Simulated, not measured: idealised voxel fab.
The process module presented herein is designated voxel trench capacitor.
FYI the section here is cut, 165 nm wide, cells are 5 nm squares.
In what follows, cross-sections appear as grids of square cells, described through bands that run from the top down, where every band is one or more rows of cells. Read a band's entry like this: the first values are the height of its top and the height of its bottom in nm, and what follows is the sequence of materials from left to right, each with its width in nm. Note that "empty" is empty space, and that a single material marked "throughout" reaches across the band from edge to edge. Heights from 0 (as-received wafer is one material below). Bottom band endless downward, as "0 nm and below". Quick explanation for "30..40": the width changes in equal steps down the rows of cells, from the first number in the band's top row to the second number in its bottom row. Step note "nothing altered" = no cross-section cell changed. "Sealed void listing" contains a list of empty spaces, each no smaller than 8 cells and without an open way to the top, written in the form width x height at distance with the distance from the left edge and all three in nm. Step line, after settings: the simulator's comment on this step. overlay nm: mask offset rightward from planned place, masked step; negative means leftward offset.
Planned process steps
step 1: RECEIVE: material Si
step 2: CONFORMAL_DEP: material SiN, thk nm 10
step 3: MASKED_ETCH: tone open, mask id TRENCH, width nm 30, pitch nm 50, etch materials SiN, depth nm 10, overlay nm 0
step 4: MASKED_ETCH: tone open, mask id TRENCH, width nm 30, pitch nm 50, etch materials Si, depth nm 25, overlay nm 0
step 5: CONFORMAL_DEP: material Al2O3, thk nm 5
step 6: CONFORMAL_DEP: material TiN, thk nm 5
step 7: FILL_DEP: material W, thk nm 10
step 8: CMP: height nm 10
Below: the first of two wafers, run as planned
Cross-section of the incoming wafer, state after step 1
* 0 nm and below  Si throughout
* Sealed void listing: none
The wafer in cross-section once step 2 is complete
* 10 nm to 0 nm  SiN throughout
* Below 0, no change.
The wafer in cross-section once step 3 is complete
* 10 nm to 0 nm  SiN: 15, empty: 30, SiN: 20, empty: 30, SiN: 20, empty: 30, SiN: 20
* Below 0, no change.
The wafer in cross-section once step 4 is complete
* 10 nm to 0 nm  SiN: 15, empty: 30, SiN: 20, empty: 30, SiN: 20, empty: 30, SiN: 20
* 0 nm to -25 nm  Si: 15, empty: 30, Si: 20, empty: 30, Si: 20, empty: 30, Si: 20
* Below -25, no change.
The wafer in cross-section once step 5 is complete
* 15 nm to 10 nm  Al2O3: 20, empty: 20, Al2O3: 30, empty: 20, Al2O3: 30, empty: 20, Al2O3: 25
* 10 nm to 0 nm  SiN: 15, Al2O3: 5, empty: 20, Al2O3: 5, SiN: 20, Al2O3: 5, empty: 20, Al2O3: 5, SiN: 20, Al2O3: 5, empty: 20, Al2O3: 5, SiN: 20
* 0 nm to -20 nm  Si: 15, Al2O3: 5, empty: 20, Al2O3: 5, Si: 20, Al2O3: 5, empty: 20, Al2O3: 5, Si: 20, Al2O3: 5, empty: 20, Al2O3: 5, Si: 20
* -20 nm to -25 nm  Si: 15, Al2O3: 30, Si: 20, Al2O3: 30, Si: 20, Al2O3: 30, Si: 20
* Below -25, no change.
The wafer in cross-section once step 6 is complete
* 20 nm to 15 nm  TiN: 25, empty: 10, TiN: 40, empty: 10, TiN: 40, empty: 10, TiN: 30
* 15 nm to 10 nm  Al2O3: 20, TiN: 5, empty: 10, TiN: 5, Al2O3: 30, TiN: 5, empty: 10, TiN: 5, Al2O3: 30, TiN: 5, empty: 10, TiN: 5, Al2O3: 25
* 10 nm to 0 nm  SiN: 15, Al2O3: 5, TiN: 5, empty: 10, TiN: 5, Al2O3: 5, SiN: 20, Al2O3: 5, TiN: 5, empty: 10, TiN: 5, Al2O3: 5, SiN: 20, Al2O3: 5, TiN: 5, empty: 10, TiN: 5, Al2O3: 5, SiN: 20
* 0 nm to -15 nm  Si: 15, Al2O3: 5, TiN: 5, empty: 10, TiN: 5, Al2O3: 5, Si: 20, Al2O3: 5, TiN: 5, empty: 10, TiN: 5, Al2O3: 5, Si: 20, Al2O3: 5, TiN: 5, empty: 10, TiN: 5, Al2O3: 5, Si: 20
* -15 nm to -20 nm  Si: 15, Al2O3: 5, TiN: 20, Al2O3: 5, Si: 20, Al2O3: 5, TiN: 20, Al2O3: 5, Si: 20, Al2O3: 5, TiN: 20, Al2O3: 5, Si: 20
* Below -20, no change.
The wafer in cross-section once step 7 is complete
* 30 nm to 20 nm  W throughout
* 20 nm to 15 nm  TiN: 25, W: 10, TiN: 40, W: 10, TiN: 40, W: 10, TiN: 30
* 15 nm to 10 nm  Al2O3: 20, TiN: 5, W: 10, TiN: 5, Al2O3: 30, TiN: 5, W: 10, TiN: 5, Al2O3: 30, TiN: 5, W: 10, TiN: 5, Al2O3: 25
* 10 nm to 0 nm  SiN: 15, Al2O3: 5, TiN: 5, W: 10, TiN: 5, Al2O3: 5, SiN: 20, Al2O3: 5, TiN: 5, W: 10, TiN: 5, Al2O3: 5, SiN: 20, Al2O3: 5, TiN: 5, W: 10, TiN: 5, Al2O3: 5, SiN: 20
* 0 nm to -15 nm  Si: 15, Al2O3: 5, TiN: 5, W: 10, TiN: 5, Al2O3: 5, Si: 20, Al2O3: 5, TiN: 5, W: 10, TiN: 5, Al2O3: 5, Si: 20, Al2O3: 5, TiN: 5, W: 10, TiN: 5, Al2O3: 5, Si: 20
* Below -15, no change.
The wafer in cross-section once step 8 is complete
* 10 nm to 0 nm  SiN: 15, Al2O3: 5, TiN: 5, W: 10, TiN: 5, Al2O3: 5, SiN: 20, Al2O3: 5, TiN: 5, W: 10, TiN: 5, Al2O3: 5, SiN: 20, Al2O3: 5, TiN: 5, W: 10, TiN: 5, Al2O3: 5, SiN: 20
* Below 0, no change.
Notes, second wafer: start = first wafer's, plan = first wafer's, execution had one mistake; history identical to first through step 2
Cross-sectional representation of the second wafer at the time designated in the plan for the completion of step 3
* 10 nm to 0 nm  empty: 15, SiN: 30, empty: 20, SiN: 30, empty: 20, SiN: 30, empty: 20
* Below 0, no change.
Cross-sectional representation of the second wafer at the time designated in the plan for the completion of step 4: nothing altered
Cross-sectional representation of the second wafer at the time designated in the plan for the completion of step 5
* 15 nm to 10 nm  empty: 10, Al2O3: 40, empty: 10, Al2O3: 40, empty: 10, Al2O3: 40, empty: 15
* 10 nm to 5 nm  empty: 10, Al2O3: 5, SiN: 30, Al2O3: 5, empty: 10, Al2O3: 5, SiN: 30, Al2O3: 5, empty: 10, Al2O3: 5, SiN: 30, Al2O3: 5, empty: 15
* 5 nm to 0 nm  Al2O3: 15, SiN: 30, Al2O3: 20, SiN: 30, Al2O3: 20, SiN: 30, Al2O3: 20
* Below 0, no change.
Cross-sectional representation of the second wafer at the time designated in the plan for the completion of step 6
* 20 nm to 15 nm  empty: 5, TiN: 150, empty: 10
* 15 nm to 10 nm  empty: 5, TiN: 5, Al2O3: 40, TiN: 10, Al2O3: 40, TiN: 10, Al2O3: 40, TiN: 5, empty: 10
* 10 nm to 5 nm  TiN: 10, Al2O3: 5, SiN: 30, Al2O3: 5, TiN: 10, Al2O3: 5, SiN: 30, Al2O3: 5, TiN: 10, Al2O3: 5, SiN: 30, Al2O3: 5, TiN: 15
* Below 5, no change.
Cross-sectional representation of the second wafer at the time designated in the plan for the completion of step 7
* 30 nm to 20 nm  W throughout
* 20 nm to 15 nm  W: 5, TiN: 150, W: 10
* 15 nm to 10 nm  W: 5, TiN: 5, Al2O3: 40, TiN: 10, Al2O3: 40, TiN: 10, Al2O3: 40, TiN: 5, W: 10
* Below 10, no change.
Cross-sectional representation of the second wafer at the time designated in the plan for the completion of step 8
* 10 nm to 5 nm  TiN: 10, Al2O3: 5, SiN: 30, Al2O3: 5, TiN: 10, Al2O3: 5, SiN: 30, Al2O3: 5, TiN: 10, Al2O3: 5, SiN: 30, Al2O3: 5, TiN: 15
* Below 5, no change.
Against the plan, the run slipped here: heads up, step 3 didn't go per plan, it actually ran as MASKED_ETCH: tone cover, mask id TRENCH, width nm 30, pitch nm 50, etch materials SiN, depth nm 10, overlay nm 0
The second wafer ends with more or fewer cells of some materials than the first, per final count: Al2O3 -33 | Si +90 | SiN +6 | TiN -33 | W -30
